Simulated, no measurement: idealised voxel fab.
process module | voxel quadruple lines
cross-section cut | 220 nm wide | cells 5 nm
A cross-section is a grid of square cells, given in bands from the top down. A band is one or more rows of cells.
Each band's line starts with the height of the band's top and of its bottom, in nm. Then come its materials from left to right, each with its width in nm. One material with "throughout" fills the band from edge to edge. "air" is empty space.
Height 0 is the level under which the wafer as received is all one material. The lowest band goes on downwards, as in "0 down".
A width such as "30 to 40" changes by the same amount from each row of cells to the next, from the band's top row to its bottom row.
"no change" after a step means that no cell of the cross-section changed.
closed voids: empty space of 8 cells or more with no open way to the top, each as width x height at its distance from the left edge, in nm
after a step's settings: what the simulator itself notes on the step
overlay nm, on a step with a mask: how far to the right of its planned place the mask lay; to the left if negative
plan
1 op RECEIVE | material Si
2 op CONFORMAL_DEP | material SiO2 | thk nm 5
3 op DIRECTIONAL_DEP | material Ru | thk nm 10
4 op DIRECTIONAL_DEP | material polySi | thk nm 20
5 op DIRECTIONAL_DEP | material aC | thk nm 20
6 op PATTERN | tone cover | mask id MANDREL | material resist | width nm 20 | pitch nm 60 | thk nm 30 | overlay nm 0
7 op DIRECTIONAL_ETCH | etch materials aC | depth nm 20
8 op STRIP | etch materials resist
9 op CONFORMAL_DEP | material SiO2 | thk nm 10
10 op DIRECTIONAL_ETCH | etch materials SiO2 | depth nm 10
11 op STRIP | etch materials aC
12 op DIRECTIONAL_ETCH | etch materials polySi | depth nm 20
13 op STRIP | etch materials SiO2
14 op CONFORMAL_DEP | material SiCN | thk nm 5
15 op DIRECTIONAL_ETCH | etch materials SiCN | depth nm 5
16 op STRIP | etch materials polySi
17 op DIRECTIONAL_ETCH | etch materials Ru | depth nm 10
18 op STRIP | etch materials SiCN
19 op FILL_DEP | material lowk | thk nm 10
20 op CMP | height nm 15
first wafer, as planned
as received, after step 1
  0 down: Si throughout
  closed voids: none
after step 2
  5 to 0: SiO2 throughout
  below 0: unchanged
after step 3
  15 to 5: Ru throughout
  below 5: unchanged
after step 4
  35 to 15: polySi throughout
  below 15: unchanged
after step 5
  55 to 35: aC throughout
  below 35: unchanged
after step 6
  85 to 55: air 70 | resist 20 | air 40 | resist 20 | air 70
  below 55: unchanged
after step 7
  65 to 55: air 70 | resist 20 | air 40 | resist 20 | air 70
  55 to 35: air 70 | aC 20 | air 40 | aC 20 | air 70
  below 35: unchanged
after step 8
  55 to 35: air 70 | aC 20 | air 40 | aC 20 | air 70
  below 35: unchanged
after step 9
  65 to 55: air 60 | SiO2 40 | air 20 | SiO2 40 | air 60
  55 to 45: air 60 | SiO2 10 | aC 20 | SiO2 10 | air 20 | SiO2 10 | aC 20 | SiO2 10 | air 60
  45 to 35: SiO2 70 | aC 20 | SiO2 40 | aC 20 | SiO2 70
  below 35: unchanged
after step 10
  55 to 35: air 60 | SiO2 10 | aC 20 | SiO2 10 | air 20 | SiO2 10 | aC 20 | SiO2 10 | air 60
  below 35: unchanged
after step 11
  55 to 35: air 60 | SiO2 10 | air 20 | SiO2 10 | air 20 | SiO2 10 | air 20 | SiO2 10 | air 60
  below 35: unchanged
after step 12
  55 to 35: air 60 | SiO2 10 | air 20 | SiO2 10 | air 20 | SiO2 10 | air 20 | SiO2 10 | air 60
  35 to 15: air 60 | polySi 10 | air 20 | polySi 10 | air 20 | polySi 10 | air 20 | polySi 10 | air 60
  below 15: unchanged
after step 13
  35 to 15: air 60 | polySi 10 | air 20 | polySi 10 | air 20 | polySi 10 | air 20 | polySi 10 | air 60
  below 15: unchanged
after step 14
  40 to 35: air 55 | SiCN 20 | air 10 | SiCN 20 | air 10 | SiCN 20 | air 10 | SiCN 20 | air 55
  35 to 20: air 55 | SiCN 5 | polySi 10 | SiCN 5 | air 10 | SiCN 5 | polySi 10 | SiCN 5 | air 10 | SiCN 5 | polySi 10 | SiCN 5 | air 10 | SiCN 5 | polySi 10 | SiCN 5 | air 55
  20 to 15: SiCN 60 | polySi 10 | SiCN 20 | polySi 10 | SiCN 20 | polySi 10 | SiCN 20 | polySi 10 | SiCN 60
  below 15: unchanged
after step 15
  35 to 15: air 55 | SiCN 5 | polySi 10 | SiCN 5 | air 10 | SiCN 5 | polySi 10 | SiCN 5 | air 10 | SiCN 5 | polySi 10 | SiCN 5 | air 10 | SiCN 5 | polySi 10 | SiCN 5 | air 55
  below 15: unchanged
after step 16
  35 to 15: air 55 | SiCN 5 | air 10 | SiCN 5 | air 10 | SiCN 5 | air 10 | SiCN 5 | air 10 | SiCN 5 | air 10 | SiCN 5 | air 10 | SiCN 5 | air 10 | SiCN 5 | air 55
  below 15: unchanged
after step 17
  35 to 15: air 55 | SiCN 5 | air 10 | SiCN 5 | air 10 | SiCN 5 | air 10 | SiCN 5 | air 10 | SiCN 5 | air 10 | SiCN 5 | air 10 | SiCN 5 | air 10 | SiCN 5 | air 55
  15 to 5: air 55 | Ru 5 | air 10 | Ru 5 | air 10 | Ru 5 | air 10 | Ru 5 | air 10 | Ru 5 | air 10 | Ru 5 | air 10 | Ru 5 | air 10 | Ru 5 | air 55
  below 5: unchanged
after step 18
  15 to 5: air 55 | Ru 5 | air 10 | Ru 5 | air 10 | Ru 5 | air 10 | Ru 5 | air 10 | Ru 5 | air 10 | Ru 5 | air 10 | Ru 5 | air 10 | Ru 5 | air 55
  below 5: unchanged
after step 19
  25 to 15: lowk throughout
  15 to 5: lowk 55 | Ru 5 | lowk 10 | Ru 5 | lowk 10 | Ru 5 | lowk 10 | Ru 5 | lowk 10 | Ru 5 | lowk 10 | Ru 5 | lowk 10 | Ru 5 | lowk 10 | Ru 5 | lowk 55
  below 5: unchanged
after step 20
  15 to 5: lowk 55 | Ru 5 | lowk 10 | Ru 5 | lowk 10 | Ru 5 | lowk 10 | Ru 5 | lowk 10 | Ru 5 | lowk 10 | Ru 5 | lowk 10 | Ru 5 | lowk 10 | Ru 5 | lowk 55
  below 5: unchanged
second wafer: like start, like plan, one mistake. Through step 5 it matches the first wafer
when step 6 should have ended
  85 to 55: air 70 | resist 25 | air 35 | resist 25 | air 65
  below 55: unchanged
when step 7 should have ended
  65 to 55: air 70 | resist 25 | air 35 | resist 25 | air 65
  55 to 35: air 70 | aC 25 | air 35 | aC 25 | air 65
  below 35: unchanged
when step 8 should have ended
  55 to 35: air 70 | aC 25 | air 35 | aC 25 | air 65
  below 35: unchanged
when step 9 should have ended
  65 to 55: air 60 | SiO2 45 | air 15 | SiO2 45 | air 55
  55 to 45: air 60 | SiO2 10 | aC 25 | SiO2 10 | air 15 | SiO2 10 | aC 25 | SiO2 10 | air 55
  45 to 35: SiO2 70 | aC 25 | SiO2 35 | aC 25 | SiO2 65
  below 35: unchanged
when step 10 should have ended
  55 to 35: air 60 | SiO2 10 | aC 25 | SiO2 10 | air 15 | SiO2 10 | aC 25 | SiO2 10 | air 55
  below 35: unchanged
when step 11 should have ended
  55 to 35: air 60 | SiO2 10 | air 25 | SiO2 10 | air 15 | SiO2 10 | air 25 | SiO2 10 | air 55
  below 35: unchanged
when step 12 should have ended
  55 to 35: air 60 | SiO2 10 | air 25 | SiO2 10 | air 15 | SiO2 10 | air 25 | SiO2 10 | air 55
  35 to 15: air 60 | polySi 10 | air 25 | polySi 10 | air 15 | polySi 10 | air 25 | polySi 10 | air 55
  below 15: unchanged
when step 13 should have ended
  35 to 15: air 60 | polySi 10 | air 25 | polySi 10 | air 15 | polySi 10 | air 25 | polySi 10 | air 55
  below 15: unchanged
when step 14 should have ended
  40 to 35: air 55 | SiCN 20 | air 15 | SiCN 20 | air 5 | SiCN 20 | air 15 | SiCN 20 | air 50
  35 to 20: air 55 | SiCN 5 | polySi 10 | SiCN 5 | air 15 | SiCN 5 | polySi 10 | SiCN 5 | air 5 | SiCN 5 | polySi 10 | SiCN 5 | air 15 | SiCN 5 | polySi 10 | SiCN 5 | air 50
  20 to 15: SiCN 60 | polySi 10 | SiCN 25 | polySi 10 | SiCN 15 | polySi 10 | SiCN 25 | polySi 10 | SiCN 55
  below 15: unchanged
when step 15 should have ended
  35 to 15: air 55 | SiCN 5 | polySi 10 | SiCN 5 | air 15 | SiCN 5 | polySi 10 | SiCN 5 | air 5 | SiCN 5 | polySi 10 | SiCN 5 | air 15 | SiCN 5 | polySi 10 | SiCN 5 | air 50
  below 15: unchanged
when step 16 should have ended
  35 to 15: air 55 | SiCN 5 | air 10 | SiCN 5 | air 15 | SiCN 5 | air 10 | SiCN 5 | air 5 | SiCN 5 | air 10 | SiCN 5 | air 15 | SiCN 5 | air 10 | SiCN 5 | air 50
  below 15: unchanged
when step 17 should have ended
  35 to 15: air 55 | SiCN 5 | air 10 | SiCN 5 | air 15 | SiCN 5 | air 10 | SiCN 5 | air 5 | SiCN 5 | air 10 | SiCN 5 | air 15 | SiCN 5 | air 10 | SiCN 5 | air 50
  15 to 5: air 55 | Ru 5 | air 10 | Ru 5 | air 15 | Ru 5 | air 10 | Ru 5 | air 5 | Ru 5 | air 10 | Ru 5 | air 15 | Ru 5 | air 10 | Ru 5 | air 50
  below 5: unchanged
when step 18 should have ended
  15 to 5: air 55 | Ru 5 | air 10 | Ru 5 | air 15 | Ru 5 | air 10 | Ru 5 | air 5 | Ru 5 | air 10 | Ru 5 | air 15 | Ru 5 | air 10 | Ru 5 | air 50
  below 5: unchanged
when step 19 should have ended
  25 to 15: lowk throughout
  15 to 5: lowk 55 | Ru 5 | lowk 10 | Ru 5 | lowk 15 | Ru 5 | lowk 10 | Ru 5 | lowk 5 | Ru 5 | lowk 10 | Ru 5 | lowk 15 | Ru 5 | lowk 10 | Ru 5 | lowk 50
  below 5: unchanged
when step 20 should have ended
  15 to 5: lowk 55 | Ru 5 | lowk 10 | Ru 5 | lowk 15 | Ru 5 | lowk 10 | Ru 5 | lowk 5 | Ru 5 | lowk 10 | Ru 5 | lowk 15 | Ru 5 | lowk 10 | Ru 5 | lowk 50
  below 5: unchanged
what went wrong: step 6 ran as: op PATTERN | tone cover | mask id MANDREL | material resist | width nm 25 | pitch nm 60 | thk nm 30 | overlay nm 0
at the end the second wafer has, in cells: as many of each material as the first, in other places
